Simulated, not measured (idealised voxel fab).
process module | voxel quadruple lines
cross-section cut | 255 nm wide | cells 5 nm
A cross-section is a grid of square cells, given in bands from the top down. A band is one or more rows of cells.
Each band's line starts with the height of the band's top and of its bottom, in nm. Then come its materials from left to right, each with its width in nm. One material with "throughout" fills the band from edge to edge. "air" is empty space.
Height 0 is the level under which the wafer as received is all one material. The lowest band goes on downwards, as in "0 down".
A width such as "30 to 40" changes by the same amount from each row of cells to the next, from the band's top row to its bottom row.
"no change" after a step means that no cell of the cross-section changed.
closed voids: empty space of 8 cells or more with no open way to the top, each as width x height at its distance from the left edge, in nm
after a step's settings: what the simulator itself notes on the step
overlay nm, on a step with a mask: how far to the right of its planned place the mask lay; to the left if negative
plan
1 op RECEIVE | material Si
2 op CONFORMAL_DEP | material SiO2 | thk nm 10
3 op DIRECTIONAL_DEP | material Ru | thk nm 10
4 op DIRECTIONAL_DEP | material polySi | thk nm 20
5 op DIRECTIONAL_DEP | material aC | thk nm 20
6 op PATTERN | tone cover | mask id MANDREL | material resist | width nm 35 | thk nm 30 | overlay nm 0
7 op DIRECTIONAL_ETCH | etch materials aC | depth nm 20
8 op STRIP | etch materials resist
9 op CONFORMAL_DEP | material SiO2 | thk nm 15
10 op DIRECTIONAL_ETCH | etch materials SiO2 | depth nm 15
11 op STRIP | etch materials aC
12 op DIRECTIONAL_ETCH | etch materials polySi | depth nm 20
13 op STRIP | etch materials SiO2
14 op CONFORMAL_DEP | material SiCN | thk nm 10
15 op DIRECTIONAL_ETCH | etch materials SiCN | depth nm 10
16 op STRIP | etch materials polySi
17 op DIRECTIONAL_ETCH | etch materials Ru | depth nm 10
18 op STRIP | etch materials SiCN
19 op FILL_DEP | material lowk | thk nm 5
20 op CMP | height nm 20
as received, after step 1
  0 down: Si throughout
  closed voids: none
a wafer at the end: this start, this plan, one mistake
  20 to 10: lowk 100 | Ru 10 | lowk 15 | Ru 5 | lowk 15 | Ru 10 | lowk 100
  10 to 0: SiO2 throughout
  0 down: Si throughout
  closed voids: none
what went wrong: step 6 ran as: op PATTERN | tone open | mask id MANDREL | material resist | width nm 35 | thk nm 30 | overlay nm 0
